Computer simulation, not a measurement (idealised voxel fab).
This is a process module. Its name is voxel plated lines.
Xsec cut, 245 nm wide, square cell size 5 nm.
Cross-section = grid of square cells, listed top down in bands; band = one or more rows.
Read a band's entry like this: the first values are the height of its top and the height of its bottom in nm, and what follows is the sequence of materials from left to right, each with its width in nm. Note that "empty" is empty space, and that a single material marked "all across" reaches across the band from edge to edge.
Heights are measured from 0, the level below which the as-received wafer is all one material; the lowest band has no bottom and continues downward, written as in "0 and below".
Width: "30->40" (first number = top row, second number = bottom row, same change from row to row of cells).
Step marked "changes: none"? Then no cell in the cross-section changed in it.
This entry, "Entrapped voids", enumerates those empty regions of no fewer than 8 cells that possess no open connection to the top. Each region is reported in the form width x height at distance, the distance being taken from the left edge, with all three quantities expressed in nm.
Heads up: the bit after the settings on a step's line is the simulator's remark on that step.
A step's line can hold "overlay nm"; with a mask on that step, the setting says how far right of the planned place the mask lay, while a negative setting says it lay to the left.

**Process steps - plan**
1: RECEIVE | material Si
2: CONFORMAL_DEP | material SiO2 | thk nm 5
3: DIRECTIONAL_DEP | material TiN | thk nm 5
4: PATTERN | tone open | mask id LINES | material resist | width nm 20 | pitch nm 35 | thk nm 40 | overlay nm 0
5: EPI | material Ru | thk nm 5
6: EPI | material Ru | thk nm 5
7: EPI | material Ru | thk nm 5
8: STRIP | etch materials resist
9: DIRECTIONAL_ETCH | etch materials TiN | depth nm 5
10: CONFORMAL_DEP | material SiCN | thk nm 10

**First of two wafers - as planned**

**Received-state cross-section, reflecting completion of step 1**
> 0 and below  Si all across
> Entrapped voids: none

**The wafer in cross-section once step 2 is complete**
> 5 down to 0  SiO2 all across
> Under the height 0 nothing was changed.

**The wafer in cross-section once step 3 is complete**
> 10 down to 5  TiN all across
> Under the height 5 nothing was changed.

**The wafer in cross-section once step 4 is complete**
> 50 down to 10  resist=75, then empty=20, then resist=15, then empty=20, then resist=15, then empty=20, then resist=80
> Under the height 10 nothing was changed.

**The wafer in cross-section once step 5 is complete**
> 50 down to 15  resist=75, then empty=20, then resist=15, then empty=20, then resist=15, then empty=20, then resist=80
> 15 down to 10  resist=75, then Ru=20, then resist=15, then Ru=20, then resist=15, then Ru=20, then resist=80
> Under the height 10 nothing was changed.

**The wafer in cross-section once step 6 is complete**
> 50 down to 20  resist=75, then empty=20, then resist=15, then empty=20, then resist=15, then empty=20, then resist=80
> 20 down to 10  resist=75, then Ru=20, then resist=15, then Ru=20, then resist=15, then Ru=20, then resist=80
> Under the height 10 nothing was changed.

**The wafer in cross-section once step 7 is complete**
> 50 down to 25  resist=75, then empty=20, then resist=15, then empty=20, then resist=15, then empty=20, then resist=80
> 25 down to 10  resist=75, then Ru=20, then resist=15, then Ru=20, then resist=15, then Ru=20, then resist=80
> Under the height 10 nothing was changed.

**The wafer in cross-section once step 8 is complete**
> 25 down to 10  empty=75, then Ru=20, then empty=15, then Ru=20, then empty=15, then Ru=20, then empty=80
> Under the height 10 nothing was changed.

**The wafer in cross-section once step 9 is complete**
> 25 down to 10  empty=75, then Ru=20, then empty=15, then Ru=20, then empty=15, then Ru=20, then empty=80
> 10 down to 5  empty=75, then TiN=20, then empty=15, then TiN=20, then empty=15, then TiN=20, then empty=80
> Under the height 5 nothing was changed.

**The wafer in cross-section once step 10 is complete**
> 35 down to 25  empty=65, then SiCN=110, then empty=70
> 25 down to 15  empty=65, then SiCN=10, then Ru=20, then SiCN=15, then Ru=20, then SiCN=15, then Ru=20, then SiCN=10, then empty=70
> 15 down to 10  SiCN=75, then Ru=20, then SiCN=15, then Ru=20, then SiCN=15, then Ru=20, then SiCN=80
> 10 down to 5  SiCN=75, then TiN=20, then SiCN=15, then TiN=20, then SiCN=15, then TiN=20, then SiCN=80
> Under the height 5 nothing was changed.

**Wafer two. Same start, same plan, one slip in execution. Same as wafer one through step 3, inclusive**

**Cross-section, second wafer, at the end time the plan gives for step 4**
> 50 down to 10  resist=80, then empty=20, then resist=15, then empty=20, then resist=15, then empty=20, then resist=75
> Under the height 10 nothing was changed.

**Cross-section, second wafer, at the end time the plan gives for step 5**
> 50 down to 15  resist=80, then empty=20, then resist=15, then empty=20, then resist=15, then empty=20, then resist=75
> 15 down to 10  resist=80, then Ru=20, then resist=15, then Ru=20, then resist=15, then Ru=20, then resist=75
> Under the height 10 nothing was changed.

**Cross-section, second wafer, at the end time the plan gives for step 6**
> 50 down to 20  resist=80, then empty=20, then resist=15, then empty=20, then resist=15, then empty=20, then resist=75
> 20 down to 10  resist=80, then Ru=20, then resist=15, then Ru=20, then resist=15, then Ru=20, then resist=75
> Under the height 10 nothing was changed.

**Cross-section, second wafer, at the end time the plan gives for step 7**
> 50 down to 25  resist=80, then empty=20, then resist=15, then empty=20, then resist=15, then empty=20, then resist=75
> 25 down to 10  resist=80, then Ru=20, then resist=15, then Ru=20, then resist=15, then Ru=20, then resist=75
> Under the height 10 nothing was changed.

**Cross-section, second wafer, at the end time the plan gives for step 8**
> 25 down to 10  empty=80, then Ru=20, then empty=15, then Ru=20, then empty=15, then Ru=20, then empty=75
> Under the height 10 nothing was changed.

**Cross-section, second wafer, at the end time the plan gives for step 9**
> 25 down to 10  empty=80, then Ru=20, then empty=15, then Ru=20, then empty=15, then Ru=20, then empty=75
> 10 down to 5  empty=80, then TiN=20, then empty=15, then TiN=20, then empty=15, then TiN=20, then empty=75
> Under the height 5 nothing was changed.

**Cross-section, second wafer, at the end time the plan gives for step 10**
> 35 down to 25  empty=70, then SiCN=110, then empty=65
> 25 down to 15  empty=70, then SiCN=10, then Ru=20, then SiCN=15, then Ru=20, then SiCN=15, then Ru=20, then SiCN=10, then empty=65
> 15 down to 10  SiCN=80, then Ru=20, then SiCN=15, then Ru=20, then SiCN=15, then Ru=20, then SiCN=75
> 10 down to 5  SiCN=80, then TiN=20, then SiCN=15, then TiN=20, then SiCN=15, then TiN=20, then SiCN=75
> Under the height 5 nothing was changed.
Short version of what went wrong: step 4 did not use the planned setting and instead ran as PATTERN | tone open | mask id LINES | material resist | width nm 20 | pitch nm 35 | thk nm 40 | overlay nm 5
When the process is done, the second wafer contains the same cell count of every material as the first wafer, but distributed over other locations.
